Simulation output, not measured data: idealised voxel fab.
process module | voxel gate over fins
cross-section cut | 170 nm wide | cells 5 nm
A cross-section is a grid of square cells, given in bands from the top down. A band is one or more rows of cells.
Each band's line starts with the height of the band's top and of its bottom, in nm. Then come its materials from left to right, each with its width in nm. One material with "throughout" fills the band from edge to edge. "air" is empty space.
Height 0 is the level under which the wafer as received is all one material. The lowest band goes on downwards, as in "0 down".
A width such as "30 to 40" changes by the same amount from each row of cells to the next, from the band's top row to its bottom row.
"no change" after a step means that no cell of the cross-section changed.
closed voids: empty space of 8 cells or more with no open way to the top, each as width x height at its distance from the left edge, in nm
after a step's settings: what the simulator itself notes on the step
overlay nm, on a step with a mask: how far to the right of its planned place the mask lay; to the left if negative
plan
1 op RECEIVE | material Si
2 op CONFORMAL_DEP | material SiN | thk nm 5
3 op DIRECTIONAL_DEP | material aC | thk nm 10
4 op PATTERN | tone cover | mask id FINS | material resist | width nm 15 | pitch nm 55 | thk nm 30 | overlay nm 0
5 op DIRECTIONAL_ETCH | etch materials aC | depth nm 10
6 op STRIP | etch materials resist
7 op DIRECTIONAL_ETCH | etch materials SiN | depth nm 5
8 op DIRECTIONAL_ETCH | etch materials Si | depth nm 30
9 op STRIP | etch materials aC
10 op OXIDIZE | depth nm 5
11 op FILL_DEP | material SiO2 | thk nm 5
12 op CMP | height nm 5
13 op MASKED_ETCH | tone open | mask id RAIL | width nm 15 | etch materials SiO2 | depth nm 30 | overlay nm 0
14 op CONFORMAL_DEP | material TiN | thk nm 5
15 op FILL_DEP | material W | thk nm 5
16 op CMP | height nm 5
17 op SELECTIVE_ETCH | etch materials W Ru TiN | depth nm 25
18 op FILL_DEP | material SiO2 | thk nm 5
19 op CMP | height nm 5
20 op SELECTIVE_ETCH | etch materials SiO2 | depth nm 20
21 op STRIP | etch materials SiN
22 op CONFORMAL_DEP | material HfO2 | thk nm 5
23 op CONFORMAL_DEP | material TiN | thk nm 5
24 op FILL_DEP | material W | thk nm 15
25 op CMP | height nm 20
26 op CONFORMAL_DEP | material SiN | thk nm 10
first wafer, as planned
as received, after step 1
  0 down: Si throughout
  closed voids: none
after step 2
  5 to 0: SiN throughout
  below 0: unchanged
after step 3
  15 to 5: aC throughout
  below 5: unchanged
after step 4
  45 to 15: air 20 | resist 15 | air 40 | resist 15 | air 40 | resist 15 | air 25
  below 15: unchanged
after step 5
  35 to 15: air 20 | resist 15 | air 40 | resist 15 | air 40 | resist 15 | air 25
  15 to 5: air 20 | aC 15 | air 40 | aC 15 | air 40 | aC 15 | air 25
  below 5: unchanged
after step 6
  15 to 5: air 20 | aC 15 | air 40 | aC 15 | air 40 | aC 15 | air 25
  below 5: unchanged
after step 7
  15 to 5: air 20 | aC 15 | air 40 | aC 15 | air 40 | aC 15 | air 25
  5 to 0: air 20 | SiN 15 | air 40 | SiN 15 | air 40 | SiN 15 | air 25
  below 0: unchanged
after step 8
  15 to 5: air 20 | aC 15 | air 40 | aC 15 | air 40 | aC 15 | air 25
  5 to 0: air 20 | SiN 15 | air 40 | SiN 15 | air 40 | SiN 15 | air 25
  0 to -30: air 20 | Si 15 | air 40 | Si 15 | air 40 | Si 15 | air 25
  below -30: unchanged
after step 9
  5 to 0: air 20 | SiN 15 | air 40 | SiN 15 | air 40 | SiN 15 | air 25
  below 0: unchanged
after step 10
  5 to 0: air 20 | SiN 15 | air 40 | SiN 15 | air 40 | SiN 15 | air 25
  0 to -30: air 20 | SiO2 5 | Si 5 | SiO2 5 | air 40 | SiO2 5 | Si 5 | SiO2 5 | air 40 | SiO2 5 | Si 5 | SiO2 5 | air 25
  -30 to -35: SiO2 25 | Si 5 | SiO2 50 | Si 5 | SiO2 50 | Si 5 | SiO2 30
  below -35: unchanged
after step 11
  10 to 5: SiO2 throughout
  5 to 0: SiO2 20 | SiN 15 | SiO2 40 | SiN 15 | SiO2 40 | SiN 15 | SiO2 25
  0 to -35: SiO2 25 | Si 5 | SiO2 50 | Si 5 | SiO2 50 | Si 5 | SiO2 30
  below -35: unchanged
after step 12
  5 to 0: SiO2 20 | SiN 15 | SiO2 40 | SiN 15 | SiO2 40 | SiN 15 | SiO2 25
  below 0: unchanged
after step 13
  5 to 0: SiO2 20 | SiN 15 | SiO2 10 | air 15 | SiO2 15 | SiN 15 | SiO2 40 | SiN 15 | SiO2 25
  0 to -25: SiO2 25 | Si 5 | SiO2 15 | air 15 | SiO2 20 | Si 5 | SiO2 50 | Si 5 | SiO2 30
  below -25: unchanged
after step 14
  10 to 5: TiN 50 | air 5 | TiN 115
  5 to 0: SiO2 20 | SiN 15 | SiO2 10 | TiN 5 | air 5 | TiN 5 | SiO2 15 | SiN 15 | SiO2 40 | SiN 15 | SiO2 25
  0 to -20: SiO2 25 | Si 5 | SiO2 15 | TiN 5 | air 5 | TiN 5 | SiO2 20 | Si 5 | SiO2 50 | Si 5 | SiO2 30
  -20 to -25: SiO2 25 | Si 5 | SiO2 15 | TiN 15 | SiO2 20 | Si 5 | SiO2 50 | Si 5 | SiO2 30
  below -25: unchanged
after step 15
  15 to 10: W throughout
  10 to 5: TiN 50 | W 5 | TiN 115
  5 to 0: SiO2 20 | SiN 15 | SiO2 10 | TiN 5 | W 5 | TiN 5 | SiO2 15 | SiN 15 | SiO2 40 | SiN 15 | SiO2 25
  0 to -20: SiO2 25 | Si 5 | SiO2 15 | TiN 5 | W 5 | TiN 5 | SiO2 20 | Si 5 | SiO2 50 | Si 5 | SiO2 30
  below -20: unchanged
after step 16
  5 to 0: SiO2 20 | SiN 15 | SiO2 10 | TiN 5 | W 5 | TiN 5 | SiO2 15 | SiN 15 | SiO2 40 | SiN 15 | SiO2 25
  below 0: unchanged
after step 17
  5 to 0: SiO2 20 | SiN 15 | SiO2 10 | air 15 | SiO2 15 | SiN 15 | SiO2 40 | SiN 15 | SiO2 25
  0 to -20: SiO2 25 | Si 5 | SiO2 15 | air 15 | SiO2 20 | Si 5 | SiO2 50 | Si 5 | SiO2 30
  below -20: unchanged
after step 18
  10 to 5: SiO2 throughout
  5 to 0: SiO2 20 | SiN 15 | SiO2 40 | SiN 15 | SiO2 40 | SiN 15 | SiO2 25
  0 to -20: SiO2 25 | Si 5 | SiO2 50 | Si 5 | SiO2 50 | Si 5 | SiO2 30
  below -20: unchanged
after step 19
  5 to 0: SiO2 20 | SiN 15 | SiO2 40 | SiN 15 | SiO2 40 | SiN 15 | SiO2 25
  below 0: unchanged
after step 20
  5 to 0: air 20 | SiN 15 | air 40 | SiN 15 | air 40 | SiN 15 | air 25
  0 to -15: air 25 | Si 5 | air 50 | Si 5 | air 50 | Si 5 | air 30
  below -15: unchanged
after step 21
  0 to -15: air 25 | Si 5 | air 50 | Si 5 | air 50 | Si 5 | air 30
  below -15: unchanged
after step 22
  5 to 0: air 20 | HfO2 15 | air 40 | HfO2 15 | air 40 | HfO2 15 | air 25
  0 to -10: air 20 | HfO2 5 | Si 5 | HfO2 5 | air 40 | HfO2 5 | Si 5 | HfO2 5 | air 40 | HfO2 5 | Si 5 | HfO2 5 | air 25
  -10 to -15: HfO2 25 | Si 5 | HfO2 50 | Si 5 | HfO2 50 | Si 5 | HfO2 30
  below -15: unchanged
after step 23
  10 to 5: air 15 | TiN 25 | air 30 | TiN 25 | air 30 | TiN 25 | air 20
  5 to 0: air 15 | TiN 5 | HfO2 15 | TiN 5 | air 30 | TiN 5 | HfO2 15 | TiN 5 | air 30 | TiN 5 | HfO2 15 | TiN 5 | air 20
  0 to -5: air 15 | TiN 5 | HfO2 5 | Si 5 | HfO2 5 | TiN 5 | air 30 | TiN 5 | HfO2 5 | Si 5 | HfO2 5 | TiN 5 | air 30 | TiN 5 | HfO2 5 | Si 5 | HfO2 5 | TiN 5 | air 20
  -5 to -10: TiN 20 | HfO2 5 | Si 5 | HfO2 5 | TiN 40 | HfO2 5 | Si 5 | HfO2 5 | TiN 40 | HfO2 5 | Si 5 | HfO2 5 | TiN 25
  below -10: unchanged
after step 24
  25 to 10: W throughout
  10 to 5: W 15 | TiN 25 | W 30 | TiN 25 | W 30 | TiN 25 | W 20
  5 to 0: W 15 | TiN 5 | HfO2 15 | TiN 5 | W 30 | TiN 5 | HfO2 15 | TiN 5 | W 30 | TiN 5 | HfO2 15 | TiN 5 | W 20
  0 to -5: W 15 | TiN 5 | HfO2 5 | Si 5 | HfO2 5 | TiN 5 | W 30 | TiN 5 | HfO2 5 | Si 5 | HfO2 5 | TiN 5 | W 30 | TiN 5 | HfO2 5 | Si 5 | HfO2 5 | TiN 5 | W 20
  below -5: unchanged
after step 25
  20 to 10: W throughout
  below 10: unchanged
after step 26
  30 to 20: SiN throughout
  below 20: unchanged
second wafer: like start, like plan, one mistake. Through step 18 it matches the first wafer
when step 19 should have ended
  -5 to -20: SiO2 25 | Si 5 | SiO2 50 | Si 5 | SiO2 50 | Si 5 | SiO2 30
  below -20: unchanged
when step 20 should have ended
  -5 to -20: air 25 | Si 5 | air 50 | Si 5 | air 50 | Si 5 | air 30
  -20 to -25: air 25 | Si 5 | air 15 | TiN 15 | air 20 | Si 5 | air 50 | Si 5 | air 30
  below -25: unchanged
when step 21 should have ended: no change
when step 22 should have ended
  0 to -5: air 20 | HfO2 15 | air 40 | HfO2 15 | air 40 | HfO2 15 | air 25
  -5 to -15: air 20 | HfO2 5 | Si 5 | HfO2 5 | air 40 | HfO2 5 | Si 5 | HfO2 5 | air 40 | HfO2 5 | Si 5 | HfO2 5 | air 25
  -15 to -20: air 20 | HfO2 5 | Si 5 | HfO2 5 | air 5 | HfO2 25 | air 10 | HfO2 5 | Si 5 | HfO2 5 | air 40 | HfO2 5 | Si 5 | HfO2 5 | air 25
  -20 to -25: HfO2 25 | Si 5 | HfO2 15 | TiN 15 | HfO2 20 | Si 5 | HfO2 50 | Si 5 | HfO2 30
  below -25: unchanged
when step 23 should have ended
  5 to 0: air 15 | TiN 25 | air 30 | TiN 25 | air 30 | TiN 25 | air 20
  0 to -5: air 15 | TiN 5 | HfO2 15 | TiN 5 | air 30 | TiN 5 | HfO2 15 | TiN 5 | air 30 | TiN 5 | HfO2 15 | TiN 5 | air 20
  -5 to -10: air 15 | TiN 5 | HfO2 5 | Si 5 | HfO2 5 | TiN 5 | air 30 | TiN 5 | HfO2 5 | Si 5 | HfO2 5 | TiN 5 | air 30 | TiN 5 | HfO2 5 | Si 5 | HfO2 5 | TiN 5 | air 20
  -10 to -15: air 15 | TiN 5 | HfO2 5 | Si 5 | HfO2 5 | TiN 40 | HfO2 5 | Si 5 | HfO2 5 | TiN 5 | air 30 | TiN 5 | HfO2 5 | Si 5 | HfO2 5 | TiN 5 | air 20
  -15 to -20: TiN 20 | HfO2 5 | Si 5 | HfO2 5 | TiN 5 | HfO2 25 | TiN 10 | HfO2 5 | Si 5 | HfO2 5 | TiN 40 | HfO2 5 | Si 5 | HfO2 5 | TiN 25
  below -20: unchanged
when step 24 should have ended
  20 to 5: W throughout
  5 to 0: W 15 | TiN 25 | W 30 | TiN 25 | W 30 | TiN 25 | W 20
  0 to -5: W 15 | TiN 5 | HfO2 15 | TiN 5 | W 30 | TiN 5 | HfO2 15 | TiN 5 | W 30 | TiN 5 | HfO2 15 | TiN 5 | W 20
  -5 to -10: W 15 | TiN 5 | HfO2 5 | Si 5 | HfO2 5 | TiN 5 | W 30 | TiN 5 | HfO2 5 | Si 5 | HfO2 5 | TiN 5 | W 30 | TiN 5 | HfO2 5 | Si 5 | HfO2 5 | TiN 5 | W 20
  -10 to -15: W 15 | TiN 5 | HfO2 5 | Si 5 | HfO2 5 | TiN 40 | HfO2 5 | Si 5 | HfO2 5 | TiN 5 | W 30 | TiN 5 | HfO2 5 | Si 5 | HfO2 5 | TiN 5 | W 20
  below -15: unchanged
when step 25 should have ended: no change
when step 26 should have ended
  30 to 20: SiN throughout
  below 20: unchanged
what went wrong: step 19 ran as: op CMP | height nm -5
at the end the second wafer has, in cells: 8 more of HfO2 | 3 fewer of Si | 59 fewer of SiO2 | 7 more of TiN | 47 more of W
